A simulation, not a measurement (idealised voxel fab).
Process module in this document: voxel transistor to metal
For reference, the cross-section in this document is cut, with width 175 nm and square cells of 5 nm.
In what follows, cross-sections appear as grids of square cells, described through bands that run from the top down, where every band is one or more rows of cells.
It is stipulated that each band's entry specify, in nanometres, the height of the top of the band and then that of its bottom, followed by the materials of the band in left-to-right sequence, each together with its width in nanometres. A single material marked by the word "throughout" is understood to fill the band from edge to edge; the word "empty" is understood to denote empty space.
Height reference: 0 = level under which incoming wafer is all one material. Lowest band: no bottom, runs on downward, e.g. "0 and below".
It should be noted that a width expressed as "30->40" varies in equal increments from row to row of cells within the band, taking the value of the first number at the top row and that of the second number at the bottom row.
No cell of the cross-section changed in a step that is given as "all unchanged".
Each empty space that has no open way to the top and spans at least 8 cells appears under "Cavities, closed" as width x height at distance, the distance counted from the left edge, all in nm.
Where a step's line continues beyond its settings, the continuation is a remark by the simulator itself on that step.
overlay nm: where the mask lay relative to plan, measured to the right, on steps with a mask; negatives go left.
[Here's what the planned process steps look like]
1,op RECEIVE | material Si
2,op OXIDIZE | depth nm 5
3,op CONFORMAL_DEP | material SiN | thk nm 10
4,op DIRECTIONAL_DEP | material aC | thk nm 10
5,op PATTERN | tone cover | mask id ACTIVE | material resist | width nm 105 | thk nm 30 | overlay nm 0
6,op DIRECTIONAL_ETCH | etch materials aC | depth nm 10
7,op STRIP | etch materials resist
8,op DIRECTIONAL_ETCH | etch materials SiN | depth nm 10
9,op DIRECTIONAL_ETCH | etch materials SiO2 | depth nm 5
10,op DIRECTIONAL_ETCH | etch materials Si | depth nm 25
11,op STRIP | etch materials aC
12,op FILL_DEP | material SiO2 | thk nm 15
13,op CMP | height nm 10
14,op SELECTIVE_ETCH | etch materials SiO2 | depth nm 5
15,op STRIP | etch materials SiN
16,op SELECTIVE_ETCH | etch materials SiO2 | depth nm 5
17,op OXIDIZE | depth nm 5
18,op DIRECTIONAL_DEP | material polySi | thk nm 30
19,op DIRECTIONAL_DEP | material SiCN | thk nm 15
20,op PATTERN | tone cover | mask id GATE | material resist | width nm 15 | thk nm 20 | overlay nm 0
21,op DIRECTIONAL_ETCH | etch materials SiCN | depth nm 25
22,op DIRECTIONAL_ETCH | etch materials polySi | depth nm 40
23,op STRIP | etch materials resist
24,op CONFORMAL_DEP | material SiO2 | thk nm 5
25,op DIRECTIONAL_ETCH | etch materials SiO2 | depth nm 5
26,op CONFORMAL_DEP | material SiN | thk nm 5
27,op DIRECTIONAL_ETCH | etch materials SiN | depth nm 10
28,op DIRECTIONAL_ETCH | etch materials SiO2 | depth nm 5
29,op DIRECTIONAL_ETCH | etch materials Si | depth nm 15
30,op EPI | material pSi | thk nm 20
31,op FILL_DEP | material SiO2 | thk nm 5
32,op CMP | height nm 40
33,op DIRECTIONAL_DEP | material SiO2 | thk nm 15
34,op PATTERN | tone open | mask id CONTACT | material resist | width nm 20 | pitch nm 65 | thk nm 20 | overlay nm 0
35,op DIRECTIONAL_ETCH | etch materials SiO2 | depth nm 45
36,op STRIP | etch materials resist
37,op CONFORMAL_DEP | material TiN | thk nm 5
38,op FILL_DEP | material Ru | thk nm 5
39,op CMP | height nm 55
40,op DIRECTIONAL_DEP | material TiN | thk nm 5
41,op DIRECTIONAL_DEP | material Ru | thk nm 25
42,op PATTERN | tone cover | mask id METAL_1 | material resist | width nm 20 | pitch nm 65 | thk nm 20 | overlay nm 0
43,op DIRECTIONAL_ETCH | etch materials Ru | depth nm 25
44,op DIRECTIONAL_ETCH | etch materials TiN | depth nm 5
45,op STRIP | etch materials resist
46,op FILL_DEP | material SiO2 | thk nm 5
47,op CMP | height nm 85
48,op CONFORMAL_DEP | material SiN | thk nm 5
Same starting wafers, different thk nm at step 26. Plan value belongs to the first wafer.
[First of several wafers (as received, post step 1), cross-sectional view]
- 0 and below  Si throughout
- Cavities, closed: none
[Cross-section of the first of several wafers, taken after step 48, where the module ends]
- 90 down to 85  SiN throughout
- 85 down to 60  SiO2 45 nm / Ru 20 nm / SiO2 45 nm / Ru 20 nm / SiO2 45 nm
- 60 down to 55  SiO2 45 nm / TiN 20 nm / SiO2 45 nm / TiN 20 nm / SiO2 45 nm
- 55 down to 40  SiO2 45 nm / TiN 5 nm / Ru 10 nm / TiN 5 nm / SiO2 45 nm / TiN 5 nm / Ru 10 nm / TiN 5 nm / SiO2 45 nm
- 40 down to 35  SiO2 45 nm / TiN 5 nm / Ru 10 nm / TiN 5 nm / SiO2 15 nm / SiCN 15 nm / SiO2 15 nm / TiN 5 nm / Ru 10 nm / TiN 5 nm / SiO2 45 nm
- 35 down to 25  SiO2 45 nm / TiN 5 nm / Ru 10 nm / TiN 5 nm / SiO2 5 nm / SiN 5 nm / SiO2 5 nm / SiCN 15 nm / SiO2 5 nm / SiN 5 nm / SiO2 5 nm / TiN 5 nm / Ru 10 nm / TiN 5 nm / SiO2 45 nm
- 25 down to 15  SiO2 45 nm / TiN 5 nm / Ru 10 nm / TiN 5 nm / SiO2 5 nm / SiN 5 nm / SiO2 5 nm / polySi 15 nm / SiO2 5 nm / SiN 5 nm / SiO2 5 nm / TiN 5 nm / Ru 10 nm / TiN 5 nm / SiO2 45 nm
- 15 down to 10  SiO2 45 nm / TiN 20 nm / SiO2 5 nm / SiN 5 nm / SiO2 5 nm / polySi 15 nm / SiO2 5 nm / SiN 5 nm / SiO2 5 nm / TiN 20 nm / SiO2 45 nm
- 10 down to -5  SiO2 50 nm / pSi 20 nm / SiN 5 nm / SiO2 5 nm / polySi 15 nm / SiO2 5 nm / SiN 5 nm / pSi 20 nm / SiO2 50 nm
- -5 down to -10  SiO2 35 nm / pSi 35 nm / SiO2 35 nm / pSi 35 nm / SiO2 35 nm
- -10 down to -25  SiO2 35 nm / pSi 35 nm / Si 35 nm / pSi 35 nm / SiO2 35 nm
- -25 down to -30  SiO2 35 nm / Si 105 nm / SiO2 35 nm
- -30 and below  Si throughout
- Cavities, closed: none
[Cross-sectional view, end of module, last wafer of several]
- 90 down to 85  SiN throughout
- 85 down to 60  SiO2 45 nm / Ru 20 nm / SiO2 45 nm / Ru 20 nm / SiO2 45 nm
- 60 down to 55  SiO2 45 nm / TiN 20 nm / SiO2 45 nm / TiN 20 nm / SiO2 45 nm
- 55 down to 45  SiO2 45 nm / TiN 5 nm / Ru 10 nm / TiN 5 nm / SiO2 45 nm / TiN 5 nm / Ru 10 nm / TiN 5 nm / SiO2 45 nm
- 45 down to 40  SiO2 45 nm / TiN 20 nm / SiO2 45 nm / TiN 20 nm / SiO2 45 nm
- 40 down to 25  SiO2 45 nm / TiN 5 nm / SiN 25 nm / SiO2 5 nm / SiCN 15 nm / SiO2 5 nm / SiN 25 nm / TiN 5 nm / SiO2 45 nm
- 25 down to 15  SiO2 45 nm / TiN 5 nm / SiN 25 nm / SiO2 5 nm / polySi 15 nm / SiO2 5 nm / SiN 25 nm / TiN 5 nm / SiO2 45 nm
- 15 down to 0  SiN 75 nm / SiO2 5 nm / polySi 15 nm / SiO2 5 nm / SiN 75 nm
- 0 down to -5  SiO2 35 nm / SiN 40 nm / SiO2 5 nm / polySi 15 nm / SiO2 5 nm / SiN 40 nm / SiO2 35 nm
- -5 down to -10  SiO2 throughout
- -10 down to -30  SiO2 35 nm / Si 105 nm / SiO2 35 nm
- -30 and below  Si throughout
- Cavities, closed: none
[Each row below is a wafer at the end of the module, listing for every material the number of cells it has gained (+) or lost (-) since it was received, followed by its closed voids]
thk nm 5, +72 Ru, -168 Si, +9 SiCN, +51 SiN, +520 SiO2, +48 TiN, +80 pSi, +18 polySi, Cavities, closed: none
thk nm 10, +72 Ru, -150 Si, +9 SiCN, +75 SiN, +494 SiO2, +48 TiN, +64 pSi, +18 polySi, Cavities, closed: none
thk nm 15, +60 Ru, -126 Si, +9 SiCN, +119 SiN, +502 SiO2, +48 TiN, +18 polySi, Cavities, closed: none
thk nm 20, +48 Ru, -126 Si, +9 SiCN, +159 SiN, +474 SiO2, +48 TiN, +18 polySi, Cavities, closed: none
thk nm 25, +48 Ru, -126 Si, +9 SiCN, +191 SiN, +456 SiO2, +34 TiN, +18 polySi, Cavities, closed: none
